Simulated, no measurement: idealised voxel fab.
Herein follows the process module entitled voxel capacitor over wiring.
Shown is cross-section cut, with a width of 240 nm and square cells of size 5 nm.
Each cross-section below is a grid of square cells, stated as bands in top-down order, with one or more rows of cells making up each band.
A band entry consists of two parts. The first gives the height of the band's top and the height of its bottom, in nm. The rest lists the band's materials from left to right, each with its width in nm. A single material labelled with the word "full width" fills the band from edge to edge, and the word "blank" marks empty space.
Heights are reckoned from 0. Under this level, the received wafer is all of one material. The bottommost band is open-ended downward, for example "from 0 down".
Read "30 to 40" as a graded width: first number on top, second number at the bottom, same change between each pair of neighbouring rows.
Basically "identical to before" means that step didn't change any cell in the cross-section.
"Voids, sealed" lists enclosed empty spaces (at least 8 cells, no open path upward to the top), each as width x height at distance from the left edge, in nm.
Past the settings on a step's line: simulator remark, on that step.
overlay nm: how far to the right of its planned place the mask lay on this masked step (negative: to the left).
PROCESS STEPS - PLAN
| 1 | RECEIVE: material Si |
| 2 | CONFORMAL_DEP: material SiO2, thk nm 10 |
| 3 | DIRECTIONAL_DEP: material TiN, thk nm 5 |
| 4 | DIRECTIONAL_DEP: material Ru, thk nm 15 |
| 5 | DIRECTIONAL_DEP: material aC, thk nm 15 |
| 6 | PATTERN: tone cover, mask id METAL_1, material resist, width nm 30, pitch nm 85, thk nm 35, overlay nm 0 |
| 7 | DIRECTIONAL_ETCH: etch materials aC, depth nm 15 |
| 8 | STRIP: etch materials resist |
| 9 | DIRECTIONAL_ETCH: etch materials Ru, depth nm 15 |
| 10 | DIRECTIONAL_ETCH: etch materials TiN, depth nm 5 |
| 11 | STRIP: etch materials aC |
| 12 | CONFORMAL_DEP: material SiCN, thk nm 5 |
| 13 | FILL_DEP: material lowk, thk nm 5 |
| 14 | CMP: height nm 30 |
| 15 | CONFORMAL_DEP: material SiCN, thk nm 5 |
| 16 | DIRECTIONAL_DEP: material SiO2, thk nm 20 |
| 17 | MASKED_ETCH: tone open, mask id PLUG_1, width nm 15, etch materials SiO2, depth nm 20, overlay nm 0 |
| 18 | MASKED_ETCH: tone open, mask id PLUG_1, width nm 15, etch materials SiCN, depth nm 5, overlay nm 0 |
| 19 | EPI: material Ru, thk nm 10 |
| 20 | EPI: material Ru, thk nm 10 |
| 21 | EPI: material Ru, thk nm 5 |
| 22 | DIRECTIONAL_DEP: material TiN, thk nm 10 |
| 23 | DIRECTIONAL_DEP: material Al2O3, thk nm 5 |
| 24 | DIRECTIONAL_DEP: material TiN, thk nm 10 |
| 25 | DIRECTIONAL_DEP: material aC, thk nm 15 |
| 26 | PATTERN: tone cover, mask id UPPER_PLATE, material resist, width nm 60, thk nm 30, overlay nm 0 |
| 27 | DIRECTIONAL_ETCH: etch materials aC, depth nm 15 |
| 28 | STRIP: etch materials resist |
| 29 | DIRECTIONAL_ETCH: etch materials TiN, depth nm 10 |
| 30 | DIRECTIONAL_ETCH: etch materials Al2O3, depth nm 5 |
| 31 | STRIP: etch materials aC |
| 32 | PATTERN: tone cover, mask id LOWER_PLATE, material resist, width nm 70, thk nm 15, overlay nm 0 |
| 33 | DIRECTIONAL_ETCH: etch materials TiN, depth nm 10 |
| 34 | STRIP: etch materials resist |
| 35 | FILL_DEP: material SiO2, thk nm 15 |
| 36 | CMP: height nm 90 |
| 37 | PATTERN: tone open, mask id PLUG_2, material resist, width nm 15, thk nm 20, overlay nm 0 |
| 38 | DIRECTIONAL_ETCH: etch materials SiO2, depth nm 10 |
| 39 | STRIP: etch materials resist |
| 40 | CONFORMAL_DEP: material TiN, thk nm 5 |
| 41 | FILL_DEP: material W, thk nm 10 |
| 42 | CMP: height nm 90 |
| 43 | CONFORMAL_DEP: material SiN, thk nm 5 |
HERE'S WHAT THE WAFER LOOKED LIKE IN CROSS-SECTION WHEN IT ARRIVED - THAT'S AFTER STEP 1
	from 0 down = Si full width
	Voids, sealed: none
WAFER AT MODULE END, IN SECTION. BEGAN AS ABOVE, PLANNED AS ABOVE, RUN WITH ONE MISTAKE
	from 95 to 90 = SiN full width
	from 90 to 85 = SiO2 85 / TiN 5 / W 5 / TiN 5 / SiO2 140
	from 85 to 80 = SiO2 85 / TiN 15 / SiO2 140
	from 80 to 70 = SiO2 70 / TiN 60 / SiO2 110
	from 70 to 65 = SiO2 70 / Al2O3 60 / SiO2 110
	from 65 to 55 = SiO2 70 / TiN 70 / SiO2 100
	from 55 to 35 = SiO2 75 / Ru 15 / SiO2 150
	from 35 to 30 = SiCN 75 / Ru 15 / SiCN 150
	from 30 to 15 = lowk 55 / SiCN 5 / Ru 30 / SiCN 5 / lowk 45 / SiCN 5 / Ru 30 / SiCN 5 / lowk 60
	from 15 to 10 = SiCN 60 / TiN 30 / SiCN 55 / TiN 30 / SiCN 65
	from 10 to 0 = SiO2 full width
	from 0 down = Si full width
	Voids, sealed: none
Misprocessing identified: rather than as planned, step 26 actually ran as PATTERN: tone cover, mask id UPPER_PLATE, material resist, width nm 60, thk nm 30, overlay nm -5
